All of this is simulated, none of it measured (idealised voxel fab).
Process module in this document: voxel wiring stack
This is section cut - it's 275 nm across, gridded in 5 nm square cells.
A cross-section is a grid of square cells, given in bands from the top down. A band is one or more rows of cells. Each band's line starts with the height of the band's top and of its bottom, in nm. Then come its materials from left to right, each with its width in nm. One material with "all across" fills the band from edge to edge. "air" is empty space. Note: height 0 marks the level under which the wafer is uniformly one material as received. Lowest band unbounded below, written "top 0, no bottom". With a width like "30 to 40", each row of cells in the band differs from the next by the same amount, the top row carrying the first number and the bottom row the second. "no modification" after a step means that no cell of the cross-section changed. Enclosed voids (no open way to top), threshold 8 cells or more, entry "Sealed void inventory", notation width x height at distance, distance from left edge, nm. Text after the settings on a step's line: the simulator's own remark on that step. "overlay nm" answers the question of how far to the right of plan the mask lay on a step that has a mask, and when it is negative the answer is to the left.

## Set out below are the planned steps of the process
1. RECEIVE | material Si
2. CONFORMAL_DEP | material SiO2 | thk nm 15
3. DIRECTIONAL_DEP | material TiN | thk nm 5
4. DIRECTIONAL_DEP | material Ru | thk nm 20
5. PATTERN | tone cover | mask id METAL_1 | material resist | width nm 30 | pitch nm 50 | thk nm 20 | overlay nm 0
6. DIRECTIONAL_ETCH | etch materials Ru | depth nm 20
7. DIRECTIONAL_ETCH | etch materials TiN | depth nm 5
8. STRIP | etch materials resist
9. CONFORMAL_DEP | material SiN | thk nm 5
10. FILL_DEP | material SiO2 | thk nm 5
11. CMP | height nm 40
12. CONFORMAL_DEP | material SiCN | thk nm 5
13. DIRECTIONAL_DEP | material SiO2 | thk nm 15
14. MASKED_ETCH | tone open | mask id PLUG_1 | width nm 15 | etch materials SiO2 | depth nm 15 | overlay nm 0
15. MASKED_ETCH | tone open | mask id PLUG_1 | width nm 15 | etch materials SiCN | depth nm 5 | overlay nm 0
16. EPI | material Ru | thk nm 10
17. EPI | material Ru | thk nm 10
18. DIRECTIONAL_DEP | material TiN | thk nm 5
19. DIRECTIONAL_DEP | material Ru | thk nm 25
20. MASKED_ETCH | tone cover | mask id METAL_2 | width nm 30 | pitch nm 50 | etch materials Ru | depth nm 25 | overlay nm 0
21. MASKED_ETCH | tone cover | mask id METAL_2 | width nm 30 | pitch nm 50 | etch materials TiN | depth nm 5 | overlay nm 0
22. FILL_DEP | material lowk | thk nm 5
23. CMP | height nm 90
24. CONFORMAL_DEP | material SiCN | thk nm 5
25. DIRECTIONAL_DEP | material SiO2 | thk nm 20
26. MASKED_ETCH | tone open | mask id PLUG_2 | width nm 15 | etch materials SiO2 | depth nm 20 | overlay nm 0
27. MASKED_ETCH | tone open | mask id PLUG_2 | width nm 15 | etch materials SiCN | depth nm 5 | overlay nm 0
28. EPI | material Ru | thk nm 10
29. EPI | material Ru | thk nm 10
30. EPI | material Ru | thk nm 5
31. DIRECTIONAL_DEP | material TiN | thk nm 5
32. DIRECTIONAL_DEP | material W | thk nm 20
33. DIRECTIONAL_DEP | material aC | thk nm 10
34. PATTERN | tone cover | mask id METAL_3 | material resist | width nm 30 | pitch nm 50 | thk nm 30 | overlay nm 0
35. DIRECTIONAL_ETCH | etch materials aC | depth nm 10
36. STRIP | etch materials resist
37. DIRECTIONAL_ETCH | etch materials W | depth nm 20
38. DIRECTIONAL_ETCH | etch materials TiN | depth nm 5
39. STRIP | etch materials aC
40. FILL_DEP | material lowk | thk nm 5
41. CMP | height nm 140
42. CONFORMAL_DEP | material SiCN | thk nm 5

## Shown in cross-section is the wafer as received, that is, as it stands after step 1
  top 0, no bottom  Si all across
  Sealed void inventory: none

## Cross-sectional image of the first of two wafers at the end of the module, the run having proceeded as planned
  top 145, bottom 140  SiCN all across
  top 140, bottom 120  lowk 95 / W 30 / lowk 20 / W 30 / lowk 100
  top 120, bottom 115  lowk 95 / TiN 30 / lowk 20 / TiN 30 / lowk 100
  top 115, bottom 95  SiO2 95 / Ru 15 / SiO2 165
  top 95, bottom 90  SiCN 95 / Ru 15 / SiCN 165
  top 90, bottom 65  lowk 95 / Ru 30 / lowk 20 / Ru 30 / lowk 100
  top 65, bottom 60  lowk 95 / TiN 30 / lowk 20 / TiN 30 / lowk 100
  top 60, bottom 45  SiO2 95 / Ru 15 / SiO2 165
  top 45, bottom 40  SiCN 95 / Ru 15 / SiCN 165
  top 40, bottom 20  SiO2 90 / SiN 5 / Ru 30 / SiN 5 / SiO2 10 / SiN 5 / Ru 30 / SiN 5 / SiO2 95
  top 20, bottom 15  SiN 95 / TiN 30 / SiN 20 / TiN 30 / SiN 100
  top 15, bottom 0  SiO2 all across
  top 0, no bottom  Si all across
  Sealed void inventory: none

## Here is the second of the two wafers cut open at the end of the module - same start, same plan as the first one, but we made one mistake running it
  top 145, bottom 140  SiCN all across
  top 140, bottom 120  lowk 95 / W 15 / lowk 165
  top 120, bottom 115  lowk 95 / TiN 15 / W 15 / lowk 20 / W 30 / lowk 100
  top 115, bottom 100  lowk 95 / SiO2 15 / W 15 / lowk 20 / W 30 / lowk 100
  top 100, bottom 95  lowk 95 / SiO2 15 / TiN 15 / lowk 20 / TiN 30 / lowk 100
  top 95, bottom 90  SiCN all across
  top 90, bottom 65  lowk 95 / Ru 30 / lowk 20 / Ru 30 / lowk 100
  top 65, bottom 60  lowk 95 / TiN 30 / lowk 20 / TiN 30 / lowk 100
  top 60, bottom 45  SiO2 95 / Ru 15 / SiO2 165
  top 45, bottom 40  SiCN 95 / Ru 15 / SiCN 165
  top 40, bottom 20  SiO2 90 / SiN 5 / Ru 30 / SiN 5 / SiO2 10 / SiN 5 / Ru 30 / SiN 5 / SiO2 95
  top 20, bottom 15  SiN 95 / TiN 30 / SiN 20 / TiN 30 / SiN 100
  top 15, bottom 0  SiO2 all across
  top 0, no bottom  Si all across
  Sealed void inventory: none
What went wrong in running the wafer? step 26 was not run as planned; what actually ran was MASKED_ETCH | tone cover | mask id PLUG_2 | width nm 15 | etch materials SiO2 | depth nm 20 | overlay nm 0
Materials where the second wafer ends with more or fewer cells than the first: 15 fewer of Ru, 3 more of SiCN, 196 fewer of SiO2, 208 more of lowk
